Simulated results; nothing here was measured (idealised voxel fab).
process module | voxel self aligned vias
cross-section cut | 290 nm wide | cells 5 nm
A cross-section is a grid of square cells, given in bands from the top down. A band is one or more rows of cells.
Each band's line starts with the height of the band's top and of its bottom, in nm. Then come its materials from left to right, each with its width in nm. One material with "throughout" fills the band from edge to edge. "air" is empty space.
Height 0 is the level under which the wafer as received is all one material. The lowest band goes on downwards, as in "0 down".
A width such as "30 to 40" changes by the same amount from each row of cells to the next, from the band's top row to its bottom row.
"no change" after a step means that no cell of the cross-section changed.
closed voids: empty space of 8 cells or more with no open way to the top, each as width x height at its distance from the left edge, in nm
after a step's settings: what the simulator itself notes on the step
overlay nm, on a step with a mask: how far to the right of its planned place the mask lay; to the left if negative
plan
1 op RECEIVE | material Si
2 op CONFORMAL_DEP | material SiO2 | thk nm 15
3 op CONFORMAL_DEP | material SiCN | thk nm 5
4 op DIRECTIONAL_DEP | material SiO2 | thk nm 30
5 op PATTERN | tone open | mask id LINES | material resist | width nm 30 | pitch nm 60 | thk nm 20 | overlay nm 0
6 op DIRECTIONAL_ETCH | etch materials SiO2 | depth nm 30
7 op STRIP | etch materials resist
8 op CONFORMAL_DEP | material TiN | thk nm 5
9 op FILL_DEP | material Ru | thk nm 5
10 op CMP | height nm 50
11 op SELECTIVE_ETCH | etch materials W Ru TiN | depth nm 10
12 op FILL_DEP | material SiN | thk nm 10
13 op CMP | height nm 50
14 op DIRECTIONAL_DEP | material SiO2 | thk nm 20
15 op PATTERN | tone open | mask id VIAS | material resist | width nm 40 | pitch nm 60 | thk nm 20 | overlay nm -15
16 op DIRECTIONAL_ETCH | etch materials SiO2 | depth nm 20
17 op DIRECTIONAL_ETCH | etch materials SiN | depth nm 10
18 op STRIP | etch materials resist
19 op CONFORMAL_DEP | material TiN | thk nm 5
20 op FILL_DEP | material Ru | thk nm 5
21 op CMP | height nm 70
22 op CONFORMAL_DEP | material SiN | thk nm 5
varied across the wafers: overlay nm of step 15. The plan shows the first wafer's value. All wafers start alike
first wafer as received, after step 1
  0 down: Si throughout
  closed voids: none
first wafer at the end, after step 22
  75 to 70: SiN throughout
  70 to 55: SiO2 80 | TiN 5 | Ru 30 | TiN 5 | SiO2 20 | TiN 5 | Ru 30 | TiN 5 | SiO2 110
  55 to 50: SiO2 80 | TiN 25 | Ru 10 | TiN 5 | SiO2 20 | TiN 25 | Ru 10 | TiN 5 | SiO2 110
  50 to 45: SiO2 100 | TiN 5 | Ru 10 | TiN 5 | SiN 10 | SiO2 30 | TiN 5 | Ru 10 | TiN 5 | SiN 10 | SiO2 100
  45 to 40: SiO2 100 | TiN 20 | SiN 10 | SiO2 30 | TiN 20 | SiN 10 | SiO2 100
  40 to 25: SiO2 100 | TiN 5 | Ru 20 | TiN 5 | SiO2 30 | TiN 5 | Ru 20 | TiN 5 | SiO2 100
  25 to 20: SiO2 100 | TiN 30 | SiO2 30 | TiN 30 | SiO2 100
  20 to 15: SiCN throughout
  15 to 0: SiO2 throughout
  0 down: Si throughout
  closed voids: none
last wafer at the end
  75 to 70: SiN throughout
  70 to 55: SiO2 110 | TiN 5 | Ru 30 | TiN 5 | SiO2 20 | TiN 5 | Ru 30 | TiN 5 | SiO2 80
  55 to 50: SiO2 110 | TiN 5 | Ru 10 | TiN 25 | SiO2 20 | TiN 5 | Ru 10 | TiN 25 | SiO2 80
  50 to 45: SiO2 100 | SiN 10 | TiN 5 | Ru 10 | TiN 5 | SiO2 30 | SiN 10 | TiN 5 | Ru 10 | TiN 5 | SiO2 100
  45 to 40: SiO2 100 | SiN 10 | TiN 20 | SiO2 30 | SiN 10 | TiN 20 | SiO2 100
  40 to 25: SiO2 100 | TiN 5 | Ru 20 | TiN 5 | SiO2 30 | TiN 5 | Ru 20 | TiN 5 | SiO2 100
  25 to 20: SiO2 100 | TiN 30 | SiO2 30 | TiN 30 | SiO2 100
  20 to 15: SiCN throughout
  15 to 0: SiO2 throughout
  0 down: Si throughout
  closed voids: none
each wafer at the end: cells of each material gained (+) or lost (-) since it was received, then its closed voids
overlay nm -15 | +68 Ru | +58 SiCN | +66 SiN | +618 SiO2 | +60 TiN | closed voids: none
overlay nm -10 | +72 Ru | +58 SiCN | +62 SiN | +618 SiO2 | +60 TiN | closed voids: none
overlay nm -5 | +76 Ru | +58 SiCN | +58 SiN | +618 SiO2 | +60 TiN | closed voids: none
overlay nm 0 | +76 Ru | +58 SiCN | +58 SiN | +618 SiO2 | +60 TiN | closed voids: none
overlay nm 5 | +76 Ru | +58 SiCN | +58 SiN | +618 SiO2 | +60 TiN | closed voids: none
overlay nm 10 | +72 Ru | +58 SiCN | +62 SiN | +618 SiO2 | +60 TiN | closed voids: none
overlay nm 15 | +68 Ru | +58 SiCN | +66 SiN | +618 SiO2 | +60 TiN | closed voids: none
